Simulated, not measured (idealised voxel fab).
process module | voxel transistor to metal
cross-section cut | 200 nm wide | cells 5 nm
A cross-section is a grid of square cells, given in bands from the top down. A band is one or more rows of cells.
Each band's line starts with the height of the band's top and of its bottom, in nm. Then come its materials from left to right, each with its width in nm. One material with "throughout" fills the band from edge to edge. "air" is empty space.
Height 0 is the level under which the wafer as received is all one material. The lowest band goes on downwards, as in "0 down".
A width such as "30 to 40" changes by the same amount from each row of cells to the next, from the band's top row to its bottom row.
"no change" after a step means that no cell of the cross-section changed.
closed voids: empty space of 8 cells or more with no open way to the top, each as width x height at its distance from the left edge, in nm
after a step's settings: what the simulator itself notes on the step
overlay nm, on a step with a mask: how far to the right of its planned place the mask lay; to the left if negative
plan
1 op RECEIVE | material Si
2 op OXIDIZE | depth nm 5
3 op CONFORMAL_DEP | material SiN | thk nm 15
4 op MASKED_ETCH | tone cover | mask id ACTIVE | width nm 110 | etch materials SiN | depth nm 15 | overlay nm 0
5 op MASKED_ETCH | tone cover | mask id ACTIVE | width nm 110 | etch materials SiO2 | depth nm 5 | overlay nm 0
6 op MASKED_ETCH | tone cover | mask id ACTIVE | width nm 110 | etch materials Si | depth nm 25 | overlay nm 0
7 op FILL_DEP | material SiO2 | thk nm 5
8 op CMP | height nm 15
9 op SELECTIVE_ETCH | etch materials SiO2 | depth nm 10
10 op STRIP | etch materials SiN
11 op SELECTIVE_ETCH | etch materials SiO2 | depth nm 5
12 op OXIDIZE | depth nm 5
13 op DIRECTIONAL_DEP | material polySi | thk nm 20
14 op DIRECTIONAL_DEP | material SiCN | thk nm 15
15 op MASKED_ETCH | tone cover | mask id GATE | width nm 30 | etch materials SiCN | depth nm 25 | overlay nm 0
16 op MASKED_ETCH | tone cover | mask id GATE | width nm 30 | etch materials polySi | depth nm 30 | overlay nm 0
17 op CONFORMAL_DEP | material SiN | thk nm 10
18 op DIRECTIONAL_ETCH | etch materials SiN | depth nm 10
19 op DIRECTIONAL_ETCH | etch materials SiO2 | depth nm 5
20 op DIRECTIONAL_ETCH | etch materials Si | depth nm 10
21 op EPI | material SiGe | thk nm 10
22 op FILL_DEP | material SiO2 | thk nm 10
23 op CMP | height nm 15
24 op STRIP | etch materials polySi
25 op SELECTIVE_ETCH | etch materials SiO2 | depth nm 5
26 op CONFORMAL_DEP | material HfO2 | thk nm 5
27 op CONFORMAL_DEP | material TiN | thk nm 5
28 op FILL_DEP | material W | thk nm 10
29 op CMP | height nm 10
30 op DIRECTIONAL_DEP | material SiO2 | thk nm 15
31 op MASKED_ETCH | tone open | mask id CONTACT | width nm 20 | pitch nm 80 | etch materials SiO2 | depth nm 35 | overlay nm 0
32 op CONFORMAL_DEP | material TiN | thk nm 5
33 op FILL_DEP | material W | thk nm 5
34 op CMP | height nm 25
35 op DIRECTIONAL_DEP | material TiN | thk nm 5
36 op DIRECTIONAL_DEP | material W | thk nm 20
37 op DIRECTIONAL_DEP | material aC | thk nm 10
38 op PATTERN | tone cover | mask id METAL_1 | material resist | width nm 20 | pitch nm 80 | thk nm 25 | overlay nm 0
39 op DIRECTIONAL_ETCH | etch materials aC | depth nm 10
40 op STRIP | etch materials resist
41 op DIRECTIONAL_ETCH | etch materials W | depth nm 20
42 op DIRECTIONAL_ETCH | etch materials TiN | depth nm 5
43 op STRIP | etch materials aC
44 op CONFORMAL_DEP | material SiN | thk nm 5
45 op FILL_DEP | material SiO2 | thk nm 10
46 op CMP | height nm 50
47 op CONFORMAL_DEP | material SiN | thk nm 5
first wafer, as planned
as received, after step 1
  0 down: Si throughout
  closed voids: none
after step 2
  0 to -5: SiO2 throughout
  below -5: unchanged
after step 3
  15 to 0: SiN throughout
  below 0: unchanged
after step 4
  15 to 0: air 45 | SiN 110 | air 45
  below 0: unchanged
after step 5
  15 to 0: air 45 | SiN 110 | air 45
  0 to -5: air 45 | SiO2 110 | air 45
  below -5: unchanged
after step 6
  15 to 0: air 45 | SiN 110 | air 45
  0 to -5: air 45 | SiO2 110 | air 45
  -5 to -30: air 45 | Si 110 | air 45
  below -30: unchanged
after step 7
  20 to 15: SiO2 throughout
  15 to 0: SiO2 45 | SiN 110 | SiO2 45
  0 to -5: SiO2 throughout
  -5 to -30: SiO2 45 | Si 110 | SiO2 45
  below -30: unchanged
after step 8
  15 to 0: SiO2 45 | SiN 110 | SiO2 45
  below 0: unchanged
after step 9
  15 to 5: air 45 | SiN 110 | air 45
  below 5: unchanged
after step 10
  5 to 0: SiO2 45 | air 110 | SiO2 45
  below 0: unchanged
after step 11
  0 to -5: SiO2 40 | air 120 | SiO2 40
  below -5: unchanged
after step 12
  0 to -5: SiO2 40 | air 120 | SiO2 40
  -5 to -10: SiO2 throughout
  below -10: unchanged
after step 13
  20 to 15: polySi 40 | air 120 | polySi 40
  15 to 0: polySi throughout
  0 to -5: SiO2 40 | polySi 120 | SiO2 40
  below -5: unchanged
after step 14
  35 to 30: SiCN 40 | air 120 | SiCN 40
  30 to 20: SiCN throughout
  20 to 15: polySi 40 | SiCN 120 | polySi 40
  below 15: unchanged
after step 15
  30 to 20: air 85 | SiCN 30 | air 85
  20 to 15: polySi 40 | air 45 | SiCN 30 | air 45 | polySi 40
  below 15: unchanged
after step 16
  30 to 15: air 85 | SiCN 30 | air 85
  15 to 0: air 85 | polySi 30 | air 85
  0 to -5: SiO2 40 | air 45 | polySi 30 | air 45 | SiO2 40
  below -5: unchanged
after step 17
  40 to 30: air 75 | SiN 50 | air 75
  30 to 15: air 75 | SiN 10 | SiCN 30 | SiN 10 | air 75
  15 to 10: air 75 | SiN 10 | polySi 30 | SiN 10 | air 75
  10 to 5: SiN 50 | air 25 | SiN 10 | polySi 30 | SiN 10 | air 25 | SiN 50
  5 to 0: SiN 85 | polySi 30 | SiN 85
  0 to -5: SiO2 40 | SiN 45 | polySi 30 | SiN 45 | SiO2 40
  below -5: unchanged
after step 18
  30 to 15: air 75 | SiN 10 | SiCN 30 | SiN 10 | air 75
  15 to 0: air 75 | SiN 10 | polySi 30 | SiN 10 | air 75
  0 to -5: SiO2 40 | SiN 10 | air 25 | SiN 10 | polySi 30 | SiN 10 | air 25 | SiN 10 | SiO2 40
  below -5: unchanged
after step 19
  30 to 15: air 75 | SiN 10 | SiCN 30 | SiN 10 | air 75
  15 to 0: air 75 | SiN 10 | polySi 30 | SiN 10 | air 75
  0 to -5: air 40 | SiN 10 | air 25 | SiN 10 | polySi 30 | SiN 10 | air 25 | SiN 10 | air 40
  -5 to -10: SiO2 50 | air 25 | SiO2 50 | air 25 | SiO2 50
  below -10: unchanged
after step 20
  30 to 15: air 75 | SiN 10 | SiCN 30 | SiN 10 | air 75
  15 to 0: air 75 | SiN 10 | polySi 30 | SiN 10 | air 75
  0 to -5: air 40 | SiN 10 | air 25 | SiN 10 | polySi 30 | SiN 10 | air 25 | SiN 10 | air 40
  -5 to -10: SiO2 50 | air 25 | SiO2 50 | air 25 | SiO2 50
  -10 to -20: SiO2 45 | Si 5 | air 25 | Si 50 | air 25 | Si 5 | SiO2 45
  below -20: unchanged
after step 21
  30 to 15: air 75 | SiN 10 | SiCN 30 | SiN 10 | air 75
  15 to 0: air 75 | SiN 10 | polySi 30 | SiN 10 | air 75
  0 to -5: air 40 | SiN 10 | SiGe 10 | air 5 | SiGe 10 | SiN 10 | polySi 30 | SiN 10 | SiGe 10 | air 5 | SiGe 10 | SiN 10 | air 40
  -5 to -10: SiO2 50 | SiGe 10 | air 5 | SiGe 10 | SiO2 50 | SiGe 10 | air 5 | SiGe 10 | SiO2 50
  -10 to -20: SiO2 45 | Si 5 | SiGe 25 | Si 50 | SiGe 25 | Si 5 | SiO2 45
  below -20: unchanged
after step 22
  40 to 30: SiO2 throughout
  30 to 15: SiO2 75 | SiN 10 | SiCN 30 | SiN 10 | SiO2 75
  15 to 0: SiO2 75 | SiN 10 | polySi 30 | SiN 10 | SiO2 75
  0 to -5: SiO2 40 | SiN 10 | SiGe 10 | SiO2 5 | SiGe 10 | SiN 10 | polySi 30 | SiN 10 | SiGe 10 | SiO2 5 | SiGe 10 | SiN 10 | SiO2 40
  -5 to -10: SiO2 50 | SiGe 10 | SiO2 5 | SiGe 10 | SiO2 50 | SiGe 10 | SiO2 5 | SiGe 10 | SiO2 50
  below -10: unchanged
after step 23
  15 to 0: SiO2 75 | SiN 10 | polySi 30 | SiN 10 | SiO2 75
  below 0: unchanged
after step 24
  15 to 0: SiO2 75 | SiN 10 | air 30 | SiN 10 | SiO2 75
  0 to -5: SiO2 40 | SiN 10 | SiGe 10 | SiO2 5 | SiGe 10 | SiN 10 | air 30 | SiN 10 | SiGe 10 | SiO2 5 | SiGe 10 | SiN 10 | SiO2 40
  below -5: unchanged
after step 25
  15 to 10: air 75 | SiN 10 | air 30 | SiN 10 | air 75
  10 to 0: SiO2 75 | SiN 10 | air 30 | SiN 10 | SiO2 75
  0 to -5: SiO2 40 | SiN 10 | SiGe 10 | SiO2 5 | SiGe 10 | SiN 10 | air 30 | SiN 10 | SiGe 10 | SiO2 5 | SiGe 10 | SiN 10 | SiO2 40
  -5 to -10: SiO2 50 | SiGe 10 | SiO2 5 | SiGe 10 | SiO2 5 | air 40 | SiO2 5 | SiGe 10 | SiO2 5 | SiGe 10 | SiO2 50
  below -10: unchanged
after step 26
  20 to 15: air 70 | HfO2 20 | air 20 | HfO2 20 | air 70
  15 to 10: HfO2 75 | SiN 10 | HfO2 5 | air 20 | HfO2 5 | SiN 10 | HfO2 75
  10 to 0: SiO2 75 | SiN 10 | HfO2 5 | air 20 | HfO2 5 | SiN 10 | SiO2 75
  0 to -5: SiO2 40 | SiN 10 | SiGe 10 | SiO2 5 | SiGe 10 | SiN 10 | HfO2 5 | air 20 | HfO2 5 | SiN 10 | SiGe 10 | SiO2 5 | SiGe 10 | SiN 10 | SiO2 40
  -5 to -10: SiO2 50 | SiGe 10 | SiO2 5 | SiGe 10 | SiO2 5 | HfO2 40 | SiO2 5 | SiGe 10 | SiO2 5 | SiGe 10 | SiO2 50
  below -10: unchanged
after step 27
  25 to 20: air 65 | TiN 30 | air 10 | TiN 30 | air 65
  20 to 15: TiN 70 | HfO2 20 | TiN 5 | air 10 | TiN 5 | HfO2 20 | TiN 70
  15 to 10: HfO2 75 | SiN 10 | HfO2 5 | TiN 5 | air 10 | TiN 5 | HfO2 5 | SiN 10 | HfO2 75
  10 to 0: SiO2 75 | SiN 10 | HfO2 5 | TiN 5 | air 10 | TiN 5 | HfO2 5 | SiN 10 | SiO2 75
  0 to -5: SiO2 40 | SiN 10 | SiGe 10 | SiO2 5 | SiGe 10 | SiN 10 | HfO2 5 | TiN 20 | HfO2 5 | SiN 10 | SiGe 10 | SiO2 5 | SiGe 10 | SiN 10 | SiO2 40
  below -5: unchanged
after step 28
  35 to 25: W throughout
  25 to 20: W 65 | TiN 30 | W 10 | TiN 30 | W 65
  20 to 15: TiN 70 | HfO2 20 | TiN 5 | W 10 | TiN 5 | HfO2 20 | TiN 70
  15 to 10: HfO2 75 | SiN 10 | HfO2 5 | TiN 5 | W 10 | TiN 5 | HfO2 5 | SiN 10 | HfO2 75
  10 to 0: SiO2 75 | SiN 10 | HfO2 5 | TiN 5 | W 10 | TiN 5 | HfO2 5 | SiN 10 | SiO2 75
  below 0: unchanged
after step 29
  10 to 0: SiO2 75 | SiN 10 | HfO2 5 | TiN 5 | W 10 | TiN 5 | HfO2 5 | SiN 10 | SiO2 75
  below 0: unchanged
after step 30
  25 to 10: SiO2 throughout
  below 10: unchanged
after step 31
  25 to 10: SiO2 50 | air 20 | SiO2 60 | air 20 | SiO2 50
  10 to 0: SiO2 50 | air 20 | SiO2 5 | SiN 10 | HfO2 5 | TiN 5 | W 10 | TiN 5 | HfO2 5 | SiN 10 | SiO2 5 | air 20 | SiO2 50
  0 to -5: SiO2 40 | SiN 10 | SiGe 10 | air 5 | SiGe 10 | SiN 10 | HfO2 5 | TiN 20 | HfO2 5 | SiN 10 | SiGe 10 | air 5 | SiGe 10 | SiN 10 | SiO2 40
  -5 to -10: SiO2 50 | SiGe 10 | air 5 | SiGe 10 | SiO2 5 | HfO2 40 | SiO2 5 | SiGe 10 | air 5 | SiGe 10 | SiO2 50
  below -10: unchanged
after step 32
  30 to 25: TiN 55 | air 10 | TiN 70 | air 10 | TiN 55
  25 to 10: SiO2 50 | TiN 5 | air 10 | TiN 5 | SiO2 60 | TiN 5 | air 10 | TiN 5 | SiO2 50
  10 to 5: SiO2 50 | TiN 5 | air 10 | TiN 5 | SiO2 5 | SiN 10 | HfO2 5 | TiN 5 | W 10 | TiN 5 | HfO2 5 | SiN 10 | SiO2 5 | TiN 5 | air 10 | TiN 5 | SiO2 50
  5 to 0: SiO2 50 | TiN 20 | SiO2 5 | SiN 10 | HfO2 5 | TiN 5 | W 10 | TiN 5 | HfO2 5 | SiN 10 | SiO2 5 | TiN 20 | SiO2 50
  0 to -5: SiO2 40 | SiN 10 | SiGe 10 | TiN 5 | SiGe 10 | SiN 10 | HfO2 5 | TiN 20 | HfO2 5 | SiN 10 | SiGe 10 | TiN 5 | SiGe 10 | SiN 10 | SiO2 40
  -5 to -10: SiO2 50 | SiGe 10 | TiN 5 | SiGe 10 | SiO2 5 | HfO2 40 | SiO2 5 | SiGe 10 | TiN 5 | SiGe 10 | SiO2 50
  below -10: unchanged
after step 33
  35 to 30: W throughout
  30 to 25: TiN 55 | W 10 | TiN 70 | W 10 | TiN 55
  25 to 10: SiO2 50 | TiN 5 | W 10 | TiN 5 | SiO2 60 | TiN 5 | W 10 | TiN 5 | SiO2 50
  10 to 5: SiO2 50 | TiN 5 | W 10 | TiN 5 | SiO2 5 | SiN 10 | HfO2 5 | TiN 5 | W 10 | TiN 5 | HfO2 5 | SiN 10 | SiO2 5 | TiN 5 | W 10 | TiN 5 | SiO2 50
  below 5: unchanged
after step 34
  25 to 10: SiO2 50 | TiN 5 | W 10 | TiN 5 | SiO2 60 | TiN 5 | W 10 | TiN 5 | SiO2 50
  below 10: unchanged
after step 35
  30 to 25: TiN throughout
  below 25: unchanged
after step 36
  50 to 30: W throughout
  below 30: unchanged
after step 37
  60 to 50: aC throughout
  below 50: unchanged
after step 38
  85 to 60: air 50 | resist 20 | air 60 | resist 20 | air 50
  below 60: unchanged
after step 39
  75 to 60: air 50 | resist 20 | air 60 | resist 20 | air 50
  60 to 50: air 50 | aC 20 | air 60 | aC 20 | air 50
  below 50: unchanged
after step 40
  60 to 50: air 50 | aC 20 | air 60 | aC 20 | air 50
  below 50: unchanged
after step 41
  60 to 50: air 50 | aC 20 | air 60 | aC 20 | air 50
  50 to 30: air 50 | W 20 | air 60 | W 20 | air 50
  below 30: unchanged
after step 42
  60 to 50: air 50 | aC 20 | air 60 | aC 20 | air 50
  50 to 30: air 50 | W 20 | air 60 | W 20 | air 50
  30 to 25: air 50 | TiN 20 | air 60 | TiN 20 | air 50
  below 25: unchanged
after step 43
  50 to 30: air 50 | W 20 | air 60 | W 20 | air 50
  below 30: unchanged
after step 44
  55 to 50: air 45 | SiN 30 | air 50 | SiN 30 | air 45
  50 to 30: air 45 | SiN 5 | W 20 | SiN 5 | air 50 | SiN 5 | W 20 | SiN 5 | air 45
  30 to 25: SiN 50 | TiN 20 | SiN 60 | TiN 20 | SiN 50
  below 25: unchanged
after step 45
  65 to 55: SiO2 throughout
  55 to 50: SiO2 45 | SiN 30 | SiO2 50 | SiN 30 | SiO2 45
  50 to 30: SiO2 45 | SiN 5 | W 20 | SiN 5 | SiO2 50 | SiN 5 | W 20 | SiN 5 | SiO2 45
  below 30: unchanged
after step 46
  50 to 30: SiO2 45 | SiN 5 | W 20 | SiN 5 | SiO2 50 | SiN 5 | W 20 | SiN 5 | SiO2 45
  below 30: unchanged
after step 47
  55 to 50: SiN throughout
  below 50: unchanged
second wafer: like start, like plan, one mistake. Through step 9 it matches the first wafer
when step 10 should have ended
  15 to 0: air 45 | SiN 110 | air 45
  below 0: unchanged
when step 11 should have ended
  0 to -5: SiO2 throughout
  below -5: unchanged
when step 12 should have ended: no change
when step 13 should have ended
  20 to 0: polySi throughout
  below 0: unchanged
when step 14 should have ended
  35 to 20: SiCN throughout
  below 20: unchanged
when step 15 should have ended
  35 to 20: air 85 | SiCN 30 | air 85
  below 20: unchanged
when step 16 should have ended
  35 to 20: air 85 | SiCN 30 | air 85
  20 to 0: air 85 | polySi 30 | air 85
  below 0: unchanged
when step 17 should have ended
  45 to 35: air 75 | SiN 50 | air 75
  35 to 20: air 75 | SiN 10 | SiCN 30 | SiN 10 | air 75
  20 to 10: air 75 | SiN 10 | polySi 30 | SiN 10 | air 75
  10 to 0: SiN 85 | polySi 30 | SiN 85
  below 0: unchanged
when step 18 should have ended
  35 to 20: air 75 | SiN 10 | SiCN 30 | SiN 10 | air 75
  20 to 0: air 75 | SiN 10 | polySi 30 | SiN 10 | air 75
  below 0: unchanged
when step 19 should have ended
  35 to 20: air 75 | SiN 10 | SiCN 30 | SiN 10 | air 75
  20 to 0: air 75 | SiN 10 | polySi 30 | SiN 10 | air 75
  0 to -5: air 75 | SiO2 50 | air 75
  below -5: unchanged
when step 20 should have ended
  35 to 20: air 75 | SiN 10 | SiCN 30 | SiN 10 | air 75
  20 to 0: air 75 | SiN 10 | polySi 30 | SiN 10 | air 75
  0 to -5: air 75 | SiO2 50 | air 75
  -5 to -15: SiO2 45 | air 30 | Si 50 | air 30 | SiO2 45
  below -15: unchanged
when step 21 should have ended
  35 to 20: air 75 | SiN 10 | SiCN 30 | SiN 10 | air 75
  20 to 5: air 75 | SiN 10 | polySi 30 | SiN 10 | air 75
  5 to 0: air 65 | SiGe 10 | SiN 10 | polySi 30 | SiN 10 | SiGe 10 | air 65
  0 to -5: air 65 | SiGe 10 | SiO2 50 | SiGe 10 | air 65
  -5 to -15: SiO2 45 | SiGe 30 | Si 50 | SiGe 30 | SiO2 45
  below -15: unchanged
when step 22 should have ended
  45 to 35: SiO2 throughout
  35 to 20: SiO2 75 | SiN 10 | SiCN 30 | SiN 10 | SiO2 75
  20 to 5: SiO2 75 | SiN 10 | polySi 30 | SiN 10 | SiO2 75
  5 to 0: SiO2 65 | SiGe 10 | SiN 10 | polySi 30 | SiN 10 | SiGe 10 | SiO2 65
  0 to -5: SiO2 65 | SiGe 10 | SiO2 50 | SiGe 10 | SiO2 65
  below -5: unchanged
when step 23 should have ended
  15 to 5: SiO2 75 | SiN 10 | polySi 30 | SiN 10 | SiO2 75
  below 5: unchanged
when step 24 should have ended
  15 to 5: SiO2 75 | SiN 10 | air 30 | SiN 10 | SiO2 75
  5 to 0: SiO2 65 | SiGe 10 | SiN 10 | air 30 | SiN 10 | SiGe 10 | SiO2 65
  below 0: unchanged
when step 25 should have ended
  15 to 10: air 75 | SiN 10 | air 30 | SiN 10 | air 75
  10 to 5: SiO2 75 | SiN 10 | air 30 | SiN 10 | SiO2 75
  5 to 0: SiO2 65 | SiGe 10 | SiN 10 | air 30 | SiN 10 | SiGe 10 | SiO2 65
  0 to -5: SiO2 65 | SiGe 10 | SiO2 5 | air 40 | SiO2 5 | SiGe 10 | SiO2 65
  below -5: unchanged
when step 26 should have ended
  20 to 15: air 70 | HfO2 20 | air 20 | HfO2 20 | air 70
  15 to 10: HfO2 75 | SiN 10 | HfO2 5 | air 20 | HfO2 5 | SiN 10 | HfO2 75
  10 to 5: SiO2 75 | SiN 10 | HfO2 5 | air 20 | HfO2 5 | SiN 10 | SiO2 75
  5 to 0: SiO2 65 | SiGe 10 | SiN 10 | HfO2 5 | air 20 | HfO2 5 | SiN 10 | SiGe 10 | SiO2 65
  0 to -5: SiO2 65 | SiGe 10 | SiO2 5 | HfO2 40 | SiO2 5 | SiGe 10 | SiO2 65
  below -5: unchanged
when step 27 should have ended
  25 to 20: air 65 | TiN 30 | air 10 | TiN 30 | air 65
  20 to 15: TiN 70 | HfO2 20 | TiN 5 | air 10 | TiN 5 | HfO2 20 | TiN 70
  15 to 10: HfO2 75 | SiN 10 | HfO2 5 | TiN 5 | air 10 | TiN 5 | HfO2 5 | SiN 10 | HfO2 75
  10 to 5: SiO2 75 | SiN 10 | HfO2 5 | TiN 5 | air 10 | TiN 5 | HfO2 5 | SiN 10 | SiO2 75
  5 to 0: SiO2 65 | SiGe 10 | SiN 10 | HfO2 5 | TiN 20 | HfO2 5 | SiN 10 | SiGe 10 | SiO2 65
  below 0: unchanged
when step 28 should have ended
  35 to 25: W throughout
  25 to 20: W 65 | TiN 30 | W 10 | TiN 30 | W 65
  20 to 15: TiN 70 | HfO2 20 | TiN 5 | W 10 | TiN 5 | HfO2 20 | TiN 70
  15 to 10: HfO2 75 | SiN 10 | HfO2 5 | TiN 5 | W 10 | TiN 5 | HfO2 5 | SiN 10 | HfO2 75
  10 to 5: SiO2 75 | SiN 10 | HfO2 5 | TiN 5 | W 10 | TiN 5 | HfO2 5 | SiN 10 | SiO2 75
  below 5: unchanged
when step 29 should have ended
  10 to 5: SiO2 75 | SiN 10 | HfO2 5 | TiN 5 | W 10 | TiN 5 | HfO2 5 | SiN 10 | SiO2 75
  below 5: unchanged
when step 30 should have ended
  25 to 10: SiO2 throughout
  below 10: unchanged
when step 31 should have ended
  25 to 10: SiO2 50 | air 20 | SiO2 60 | air 20 | SiO2 50
  10 to 5: SiO2 50 | air 20 | SiO2 5 | SiN 10 | HfO2 5 | TiN 5 | W 10 | TiN 5 | HfO2 5 | SiN 10 | SiO2 5 | air 20 | SiO2 50
  5 to 0: SiO2 50 | air 15 | SiGe 10 | SiN 10 | HfO2 5 | TiN 20 | HfO2 5 | SiN 10 | SiGe 10 | air 15 | SiO2 50
  0 to -5: SiO2 50 | air 15 | SiGe 10 | SiO2 5 | HfO2 40 | SiO2 5 | SiGe 10 | air 15 | SiO2 50
  below -5: unchanged
when step 32 should have ended
  30 to 25: TiN 55 | air 10 | TiN 70 | air 10 | TiN 55
  25 to 10: SiO2 50 | TiN 5 | air 10 | TiN 5 | SiO2 60 | TiN 5 | air 10 | TiN 5 | SiO2 50
  10 to 5: SiO2 50 | TiN 5 | air 5 | TiN 10 | SiO2 5 | SiN 10 | HfO2 5 | TiN 5 | W 10 | TiN 5 | HfO2 5 | SiN 10 | SiO2 5 | TiN 10 | air 5 | TiN 5 | SiO2 50
  5 to 0: SiO2 50 | TiN 5 | air 5 | TiN 5 | SiGe 10 | SiN 10 | HfO2 5 | TiN 20 | HfO2 5 | SiN 10 | SiGe 10 | TiN 5 | air 5 | TiN 5 | SiO2 50
  0 to -5: SiO2 50 | TiN 15 | SiGe 10 | SiO2 5 | HfO2 40 | SiO2 5 | SiGe 10 | TiN 15 | SiO2 50
  below -5: unchanged
when step 33 should have ended
  35 to 30: W throughout
  30 to 25: TiN 55 | W 10 | TiN 70 | W 10 | TiN 55
  25 to 10: SiO2 50 | TiN 5 | W 10 | TiN 5 | SiO2 60 | TiN 5 | W 10 | TiN 5 | SiO2 50
  10 to 5: SiO2 50 | TiN 5 | W 5 | TiN 10 | SiO2 5 | SiN 10 | HfO2 5 | TiN 5 | W 10 | TiN 5 | HfO2 5 | SiN 10 | SiO2 5 | TiN 10 | W 5 | TiN 5 | SiO2 50
  5 to 0: SiO2 50 | TiN 5 | W 5 | TiN 5 | SiGe 10 | SiN 10 | HfO2 5 | TiN 20 | HfO2 5 | SiN 10 | SiGe 10 | TiN 5 | W 5 | TiN 5 | SiO2 50
  below 0: unchanged
when step 34 should have ended
  25 to 10: SiO2 50 | TiN 5 | W 10 | TiN 5 | SiO2 60 | TiN 5 | W 10 | TiN 5 | SiO2 50
  below 10: unchanged
when step 35 should have ended
  30 to 25: TiN throughout
  below 25: unchanged
when step 36 should have ended
  50 to 30: W throughout
  below 30: unchanged
when step 37 should have ended
  60 to 50: aC throughout
  below 50: unchanged
when step 38 should have ended
  85 to 60: air 50 | resist 20 | air 60 | resist 20 | air 50
  below 60: unchanged
when step 39 should have ended
  75 to 60: air 50 | resist 20 | air 60 | resist 20 | air 50
  60 to 50: air 50 | aC 20 | air 60 | aC 20 | air 50
  below 50: unchanged
when step 40 should have ended
  60 to 50: air 50 | aC 20 | air 60 | aC 20 | air 50
  below 50: unchanged
when step 41 should have ended
  60 to 50: air 50 | aC 20 | air 60 | aC 20 | air 50
  50 to 30: air 50 | W 20 | air 60 | W 20 | air 50
  below 30: unchanged
when step 42 should have ended
  60 to 50: air 50 | aC 20 | air 60 | aC 20 | air 50
  50 to 30: air 50 | W 20 | air 60 | W 20 | air 50
  30 to 25: air 50 | TiN 20 | air 60 | TiN 20 | air 50
  below 25: unchanged
when step 43 should have ended
  50 to 30: air 50 | W 20 | air 60 | W 20 | air 50
  below 30: unchanged
when step 44 should have ended
  55 to 50: air 45 | SiN 30 | air 50 | SiN 30 | air 45
  50 to 30: air 45 | SiN 5 | W 20 | SiN 5 | air 50 | SiN 5 | W 20 | SiN 5 | air 45
  30 to 25: SiN 50 | TiN 20 | SiN 60 | TiN 20 | SiN 50
  below 25: unchanged
when step 45 should have ended
  65 to 55: SiO2 throughout
  55 to 50: SiO2 45 | SiN 30 | SiO2 50 | SiN 30 | SiO2 45
  50 to 30: SiO2 45 | SiN 5 | W 20 | SiN 5 | SiO2 50 | SiN 5 | W 20 | SiN 5 | SiO2 45
  below 30: unchanged
when step 46 should have ended
  50 to 30: SiO2 45 | SiN 5 | W 20 | SiN 5 | SiO2 50 | SiN 5 | W 20 | SiN 5 | SiO2 45
  below 30: unchanged
when step 47 should have ended
  55 to 50: SiN throughout
  below 50: unchanged
what went wrong: steps 10 and 11 were swapped
at the end the second wafer has, in cells: 2 fewer of HfO2 | 18 more of Si | 4 fewer of SiGe | 8 fewer of SiN | 2 fewer of TiN | 2 fewer of W
